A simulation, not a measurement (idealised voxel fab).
Process module heading - voxel quadruple lines
It is cross-section cut that appears here, measuring 215 nm in width, its square cells being 5 nm in size.
Cross-sections here: square-cell grids, written as top-down lists of bands, a band being one or more rows of cells. In this notation a band is specified by the heights of its top and bottom, in that order and in nm, after which its materials appear from left to right, each paired with its width in nm. The word "everywhere" attached to a single material means that material fills the band from edge to edge; the word "blank" stands for empty space. Height is counted from the level 0, under which the received wafer is composed throughout of one material. The lowest of the bands is not closed at the bottom but continues downward, in the notation "top 0, no bottom". You'd read "30..40" like this: the band's top row of cells is as wide as the first number, its bottom row is as wide as the second, and going down, every row changes width by the same amount as the row before did. Take "nothing different" at face value: in the step it is given for, the cross-section changed in none of its cells. Heads up: "Sealed voids" only lists the empty pockets with no open path to the top that are 8 cells or more, and it writes them as width x height at distance, distance from the left edge, in nm. Note: text after step settings on the step line = simulator remark on that step. "overlay nm" answers the question of how far to the right of plan the mask lay on a step that has a mask, and when it is negative the answer is to the left. From here on the document is pairs. In a pair, the cross-section before one process step comes with the cross-section after it, and the latter goes no deeper than the lowest band that changed. What lies in between, the step and its settings, is written under the pair. A pair may be from a different run of this module on the same starting wafer than the pair above it, so it continues from that pair only where its entry headed "Pre-step" says so.

PRE-STEP
	top 45, bottom 25 | blank: 90; polySi: 15; blank: 25; polySi: 15; blank: 70
	top 25, bottom 10 | W everywhere
	top 10, bottom 0 | Al2O3 everywhere
	top 0, no bottom | Si everywhere
	Sealed voids: none

RESULTANT CROSS-SECTION
	top 50, bottom 45 | blank: 85; SiCN: 25; blank: 15; SiCN: 25; blank: 65
	top 45, bottom 30 | blank: 85; SiCN: 5; polySi: 15; SiCN: 5; blank: 15; SiCN: 5; polySi: 15; SiCN: 5; blank: 65
	top 30, bottom 25 | SiCN: 90; polySi: 15; SiCN: 25; polySi: 15; SiCN: 70
	Below a height of 25, the structure has not been altered.
	Sealed voids: none
Looking at the two cross-sections above, the step in the middle is CONFORMAL_DEP, material SiCN, thk nm 5

Pre-step: per the after cross-section of the pair just above.

RESULTANT CROSS-SECTION
	top 45, bottom 25 | blank: 85; SiCN: 5; polySi: 15; SiCN: 5; blank: 15; SiCN: 5; polySi: 15; SiCN: 5; blank: 65
	Below a height of 25, the structure has not been altered.
	Sealed voids: none
Looking at the two cross-sections above, the step in the middle is DIRECTIONAL_ETCH, etch materials SiCN, depth nm 5

Pre-step: per the after cross-section of the pair just above.

RESULTANT CROSS-SECTION
	top 45, bottom 25 | blank: 85; SiCN: 5; blank: 15; SiCN: 5; blank: 15; SiCN: 5; blank: 15; SiCN: 5; blank: 65
	Below a height of 25, the structure has not been altered.
	Sealed voids: none
Looking at the two cross-sections above, the step in the middle is STRIP, etch materials polySi

Pre-step: per the after cross-section of the pair just above.

RESULTANT CROSS-SECTION
	top 45, bottom 25 | blank: 85; SiCN: 5; blank: 15; SiCN: 5; blank: 15; SiCN: 5; blank: 15; SiCN: 5; blank: 65
	top 25, bottom 10 | blank: 85; W: 5; blank: 15; W: 5; blank: 15; W: 5; blank: 15; W: 5; blank: 65
	Below a height of 10, the structure has not been altered.
	Sealed voids: none
Looking at the two cross-sections above, the step in the middle is DIRECTIONAL_ETCH, etch materials W, depth nm 15

Pre-step: per the after cross-section of the pair just above.

RESULTANT CROSS-SECTION
	top 25, bottom 10 | blank: 85; W: 5; blank: 15; W: 5; blank: 15; W: 5; blank: 15; W: 5; blank: 65
	Below a height of 10, the structure has not been altered.
	Sealed voids: none
Looking at the two cross-sections above, the step in the middle is STRIP, etch materials SiCN

Pre-step: per the after cross-section of the pair just above.

RESULTANT CROSS-SECTION
	top 30, bottom 25 | SiO2 everywhere
	top 25, bottom 10 | SiO2: 85; W: 5; SiO2: 15; W: 5; SiO2: 15; W: 5; SiO2: 15; W: 5; SiO2: 65
	Below a height of 10, the structure has not been altered.
	Sealed voids: none
Looking at the two cross-sections above, the step in the middle is FILL_DEP, material SiO2, thk nm 5

Pre-step: per the after cross-section of the pair just above.

RESULTANT CROSS-SECTION
	top 25, bottom 10 | SiO2: 85; W: 5; SiO2: 15; W: 5; SiO2: 15; W: 5; SiO2: 15; W: 5; SiO2: 65
	Below a height of 10, the structure has not been altered.
	Sealed voids: none
Looking at the two cross-sections above, the step in the middle is CMP, height nm 25

PRE-STEP
	top 10, bottom 0 | Al2O3 everywhere
	top 0, no bottom | Si everywhere
	Sealed voids: none

RESULTANT CROSS-SECTION
	top 25, bottom 10 | aC everywhere
	Below a height of 10, the structure has not been altered.
	Sealed voids: none
Looking at the two cross-sections above, the step in the middle is DIRECTIONAL_DEP, material aC, thk nm 15

Pre-step: per the after cross-section of the pair just above.

RESULTANT CROSS-SECTION
	top 45, bottom 25 | polySi everywhere
	Below a height of 25, the structure has not been altered.
	Sealed voids: none
Looking at the two cross-sections above, the step in the middle is DIRECTIONAL_DEP, material polySi, thk nm 20

Pre-step: per the after cross-section of the pair just above.

RESULTANT CROSS-SECTION
	top 65, bottom 45 | aC everywhere
	Below a height of 45, the structure has not been altered.
	Sealed voids: none
Looking at the two cross-sections above, the step in the middle is DIRECTIONAL_DEP, material aC, thk nm 20

Pre-step: per the after cross-section of the pair just above.

RESULTANT CROSS-SECTION
	top 90, bottom 65 | blank: 95; resist: 25; blank: 95
	Below a height of 65, the structure has not been altered.
	Sealed voids: none
Looking at the two cross-sections above, the step in the middle is PATTERN, tone cover, mask id MANDREL, material resist, width nm 25, thk nm 25, overlay nm 0

Pre-step: per the after cross-section of the pair just above.

RESULTANT CROSS-SECTION
	top 70, bottom 65 | blank: 95; resist: 25; blank: 95
	top 65, bottom 45 | blank: 95; aC: 25; blank: 95
	Below a height of 45, the structure has not been altered.
	Sealed voids: none
Looking at the two cross-sections above, the step in the middle is DIRECTIONAL_ETCH, etch materials aC, depth nm 20

Pre-step: per the after cross-section of the pair just above.

RESULTANT CROSS-SECTION
	top 65, bottom 45 | blank: 95; aC: 25; blank: 95
	Below a height of 45, the structure has not been altered.
	Sealed voids: none
Looking at the two cross-sections above, the step in the middle is STRIP, etch materials resist

Pre-step: per the after cross-section of the pair just above.

RESULTANT CROSS-SECTION
	top 80, bottom 65 | blank: 80; SiO2: 55; blank: 80
	top 65, bottom 60 | blank: 80; SiO2: 15; aC: 25; SiO2: 15; blank: 80
	top 60, bottom 45 | SiO2: 95; aC: 25; SiO2: 95
	Below a height of 45, the structure has not been altered.
	Sealed voids: none
Looking at the two cross-sections above, the step in the middle is CONFORMAL_DEP, material SiO2, thk nm 15

Pre-step: per the after cross-section of the pair just above.

RESULTANT CROSS-SECTION
	top 65, bottom 45 | blank: 80; SiO2: 15; aC: 25; SiO2: 15; blank: 80
	Below a height of 45, the structure has not been altered.
	Sealed voids: none
Looking at the two cross-sections above, the step in the middle is DIRECTIONAL_ETCH, etch materials SiO2, depth nm 15

Pre-step: per the after cross-section of the pair just above.

RESULTANT CROSS-SECTION
	top 65, bottom 45 | blank: 80; SiO2: 15; blank: 25; SiO2: 15; blank: 80
	Below a height of 45, the structure has not been altered.
	Sealed voids: none
Looking at the two cross-sections above, the step in the middle is STRIP, etch materials aC

Pre-step: per the after cross-section of the pair just above.

RESULTANT CROSS-SECTION
	top 65, bottom 45 | blank: 80; SiO2: 15; blank: 25; SiO2: 15; blank: 80
	top 45, bottom 25 | blank: 80; polySi: 15; blank: 25; polySi: 15; blank: 80
	Below a height of 25, the structure has not been altered.
	Sealed voids: none
Looking at the two cross-sections above, the step in the middle is DIRECTIONAL_ETCH, etch materials polySi, depth nm 20

Pre-step: per the after cross-section of the pair just above.

RESULTANT CROSS-SECTION
	top 45, bottom 25 | blank: 80; polySi: 15; blank: 25; polySi: 15; blank: 80
	Below a height of 25, the structure has not been altered.
	Sealed voids: none
Looking at the two cross-sections above, the step in the middle is STRIP, etch materials SiO2

Pre-step: per the after cross-section of the pair just above.

RESULTANT CROSS-SECTION
	top 50, bottom 45 | blank: 75; SiCN: 25; blank: 15; SiCN: 25; blank: 75
	top 45, bottom 30 | blank: 75; SiCN: 5; polySi: 15; SiCN: 5; blank: 15; SiCN: 5; polySi: 15; SiCN: 5; blank: 75
	top 30, bottom 25 | SiCN: 80; polySi: 15; SiCN: 25; polySi: 15; SiCN: 80
	Below a height of 25, the structure has not been altered.
	Sealed voids: none
Looking at the two cross-sections above, the step in the middle is CONFORMAL_DEP, material SiCN, thk nm 5

Pre-step: per the after cross-section of the pair just above.

RESULTANT CROSS-SECTION
	top 45, bottom 25 | blank: 75; SiCN: 5; polySi: 15; SiCN: 5; blank: 15; SiCN: 5; polySi: 15; SiCN: 5; blank: 75
	Below a height of 25, the structure has not been altered.
	Sealed voids: none
Looking at the two cross-sections above, the step in the middle is DIRECTIONAL_ETCH, etch materials SiCN, depth nm 5

Pre-step: per the after cross-section of the pair just above.

RESULTANT CROSS-SECTION
	top 45, bottom 25 | blank: 75; SiCN: 5; blank: 15; SiCN: 5; blank: 15; SiCN: 5; blank: 15; SiCN: 5; blank: 75
	Below a height of 25, the structure has not been altered.
	Sealed voids: none
Looking at the two cross-sections above, the step in the middle is STRIP, etch materials polySi

Pre-step: per the after cross-section of the pair just above.

RESULTANT CROSS-SECTION
	top 25, bottom 10 | aC everywhere
	Below a height of 10, the structure has not been altered.
	Sealed voids: none
Looking at the two cross-sections above, the step in the middle is STRIP, etch materials SiCN

Pre-step: per the after cross-section of the pair just above.

RESULTANT CROSS-SECTION
	top 30, bottom 25 | SiO2 everywhere
	Below a height of 25, the structure has not been altered.
	Sealed voids: none
Looking at the two cross-sections above, the step in the middle is FILL_DEP, material SiO2, thk nm 5

Pre-step: per the after cross-section of the pair just above.

RESULTANT CROSS-SECTION
	top 25, bottom 10 | aC everywhere
	Below a height of 10, the structure has not been altered.
	Sealed voids: none
Looking at the two cross-sections above, the step in the middle is CMP, height nm 25

PRE-STEP
	top 65, bottom 45 | aC everywhere
	top 45, bottom 25 | polySi everywhere
	top 25, bottom 10 | W everywhere
	top 10, bottom 0 | Al2O3 everywhere
	top 0, no bottom | Si everywhere
	Sealed voids: none

RESULTANT CROSS-SECTION
	top 90, bottom 65 | resist: 95; blank: 25; resist: 95
	Below a height of 65, the structure has not been altered.
	Sealed voids: none
Looking at the two cross-sections above, the step in the middle is PATTERN, tone open, mask id MANDREL, material resist, width nm 25, thk nm 25, overlay nm 0

Pre-step: per the after cross-section of the pair just above.

RESULTANT CROSS-SECTION
	top 70, bottom 65 | resist: 95; blank: 25; resist: 95
	top 65, bottom 45 | aC: 95; blank: 25; aC: 95
	Below a height of 45, the structure has not been altered.
	Sealed voids: none
Looking at the two cross-sections above, the step in the middle is DIRECTIONAL_ETCH, etch materials aC, depth nm 20

Pre-step: per the after cross-section of the pair just above.

RESULTANT CROSS-SECTION
	top 65, bottom 45 | aC: 95; blank: 25; aC: 95
	Below a height of 45, the structure has not been altered.
	Sealed voids: none
Looking at the two cross-sections above, the step in the middle is STRIP, etch materials resist

Pre-step: per the after cross-section of the pair just above.

RESULTANT CROSS-SECTION
	top 80, bottom 65 | SiO2 everywhere
	top 65, bottom 45 | aC: 95; SiO2: 25; aC: 95
	Below a height of 45, the structure has not been altered.
	Sealed voids: none
Looking at the two cross-sections above, the step in the middle is CONFORMAL_DEP, material SiO2, thk nm 15

Pre-step: per the after cross-section of the pair just above.

RESULTANT CROSS-SECTION
	top 65, bottom 45 | aC: 95; SiO2: 25; aC: 95
	Below a height of 45, the structure has not been altered.
	Sealed voids: none
Looking at the two cross-sections above, the step in the middle is DIRECTIONAL_ETCH, etch materials SiO2, depth nm 15

Pre-step: per the after cross-section of the pair just above.

RESULTANT CROSS-SECTION
	top 65, bottom 45 | blank: 95; SiO2: 25; blank: 95
	Below a height of 45, the structure has not been altered.
	Sealed voids: none
Looking at the two cross-sections above, the step in the middle is STRIP, etch materials aC

Pre-step: per the after cross-section of the pair just above.

RESULTANT CROSS-SECTION
	top 65, bottom 45 | blank: 95; SiO2: 25; blank: 95
	top 45, bottom 25 | blank: 95; polySi: 25; blank: 95
	Below a height of 25, the structure has not been altered.
	Sealed voids: none
Looking at the two cross-sections above, the step in the middle is DIRECTIONAL_ETCH, etch materials polySi, depth nm 20

Pre-step: per the after cross-section of the pair just above.

RESULTANT CROSS-SECTION
	top 45, bottom 25 | blank: 95; polySi: 25; blank: 95
	Below a height of 25, the structure has not been altered.
	Sealed voids: none
Looking at the two cross-sections above, the step in the middle is STRIP, etch materials SiO2

Pre-step: per the after cross-section of the pair just above.

RESULTANT CROSS-SECTION
	top 50, bottom 45 | blank: 90; SiCN: 35; blank: 90
	top 45, bottom 30 | blank: 90; SiCN: 5; polySi: 25; SiCN: 5; blank: 90
	top 30, bottom 25 | SiCN: 95; polySi: 25; SiCN: 95
	Below a height of 25, the structure has not been altered.
	Sealed voids: none
Looking at the two cross-sections above, the step in the middle is CONFORMAL_DEP, material SiCN, thk nm 5

Pre-step: per the after cross-section of the pair just above.

RESULTANT CROSS-SECTION
	top 45, bottom 25 | blank: 90; SiCN: 5; polySi: 25; SiCN: 5; blank: 90
	Below a height of 25, the structure has not been altered.
	Sealed voids: none
Looking at the two cross-sections above, the step in the middle is DIRECTIONAL_ETCH, etch materials SiCN, depth nm 5

Pre-step: per the after cross-section of the pair just above.

RESULTANT CROSS-SECTION
	top 45, bottom 25 | blank: 90; SiCN: 5; blank: 25; SiCN: 5; blank: 90
	Below a height of 25, the structure has not been altered.
	Sealed voids: none
Looking at the two cross-sections above, the step in the middle is STRIP, etch materials polySi

Pre-step: per the after cross-section of the pair just above.

RESULTANT CROSS-SECTION
	top 45, bottom 25 | blank: 90; SiCN: 5; blank: 25; SiCN: 5; blank: 90
	top 25, bottom 10 | blank: 90; W: 5; blank: 25; W: 5; blank: 90
	Below a height of 10, the structure has not been altered.
	Sealed voids: none
Looking at the two cross-sections above, the step in the middle is DIRECTIONAL_ETCH, etch materials W, depth nm 15

Pre-step: per the after cross-section of the pair just above.

RESULTANT CROSS-SECTION
	top 25, bottom 10 | blank: 90; W: 5; blank: 25; W: 5; blank: 90
	Below a height of 10, the structure has not been altered.
	Sealed voids: none
Looking at the two cross-sections above, the step in the middle is STRIP, etch materials SiCN

Pre-step: per the after cross-section of the pair just above.

RESULTANT CROSS-SECTION
	top 30, bottom 25 | SiO2 everywhere
	top 25, bottom 10 | SiO2: 90; W: 5; SiO2: 25; W: 5; SiO2: 90
	Below a height of 10, the structure has not been altered.
	Sealed voids: none
Looking at the two cross-sections above, the step in the middle is FILL_DEP, material SiO2, thk nm 5

Pre-step: per the after cross-section of the pair just above.

RESULTANT CROSS-SECTION
	top 25, bottom 10 | SiO2: 90; W: 5; SiO2: 25; W: 5; SiO2: 90
	Below a height of 10, the structure has not been altered.
	Sealed voids: none
Looking at the two cross-sections above, the step in the middle is CMP, height nm 25
